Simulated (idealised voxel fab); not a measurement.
Documented hereafter: the process module known as voxel tone inversion.
FYI the section here is cut, 275 nm wide, cells are 5 nm squares.
In this document a cross-section is written as a grid of square cells. It is given as a series of bands, listed from the top down, and a band is one or more rows of cells.
It is stipulated that each band's entry specify, in nanometres, the height of the top of the band and then that of its bottom, followed by the materials of the band in left-to-right sequence, each together with its width in nanometres. A single material marked by the word "all across" is understood to fill the band from edge to edge; the word "blank" is understood to denote empty space.
Height is counted from the level 0, under which the received wafer is composed throughout of one material. The lowest of the bands is not closed at the bottom but continues downward, in the notation "0..down".
It should be noted that a width expressed as "30..40" varies in equal increments from row to row of cells within the band, taking the value of the first number at the top row and that of the second number at the bottom row.
Given "identical to before" for a step, no cell of the cross-section differs between before and after that step.
"Tabulated closed voids" means: voids of 8 cells or more that are shut off from the top with no open way through. Written width x height at distance, distance from the left edge, in nm.
Heads up: the bit after the settings on a step's line is the simulator's remark on that step.
overlay nm: how far to the right of its planned place the mask lay on this masked step (negative: to the left).

**Process steps - plan**
1 op RECEIVE | material Si
2 op CONFORMAL_DEP | material SiN | thk nm 5
3 op DIRECTIONAL_DEP | material polySi | thk nm 20
4 op PATTERN | tone cover | mask id POSTS | material resist | width nm 15 | pitch nm 40 | thk nm 25 | overlay nm -15
5 op DIRECTIONAL_ETCH | etch materials polySi | depth nm 20
6 op STRIP | etch materials resist
7 op FILL_DEP | material lowk | thk nm 5
8 op CMP | height nm 25
9 op STRIP | etch materials polySi
10 op CONFORMAL_DEP | material TiN | thk nm 5
11 op FILL_DEP | material Ru | thk nm 10
12 op CMP | height nm 25
13 op CONFORMAL_DEP | material SiCN | thk nm 5
It is noted that the wafers described herein are identical at the outset and are distinguished by the overlay nm of step 4; the value stated in the plan corresponds to the first wafer.

**After step 1, as received: first of several wafers, cross-section**
    0..down  Si all across
    Tabulated closed voids: none

**The following table contains a row per wafer, in which are reported, at the conclusion of the module, the cells of each material gained (+) or lost (-) since the wafer's receipt, with its closed voids given thereafter**
overlay nm -15; +12 Ru; +55 SiCN; +55 SiN; +36 TiN; +172 lowk; Tabulated closed voids: none
overlay nm -10; +12 Ru; +55 SiCN; +55 SiN; +36 TiN; +172 lowk; Tabulated closed voids: none
overlay nm -5; +12 Ru; +55 SiCN; +55 SiN; +36 TiN; +172 lowk; Tabulated closed voids: none
overlay nm 0; +12 Ru; +55 SiCN; +55 SiN; +36 TiN; +172 lowk; Tabulated closed voids: none
overlay nm 5; +12 Ru; +55 SiCN; +55 SiN; +36 TiN; +172 lowk; Tabulated closed voids: none
overlay nm 10; +12 Ru; +55 SiCN; +55 SiN; +36 TiN; +172 lowk; Tabulated closed voids: none
overlay nm 15; +12 Ru; +55 SiCN; +55 SiN; +36 TiN; +172 lowk; Tabulated closed voids: none
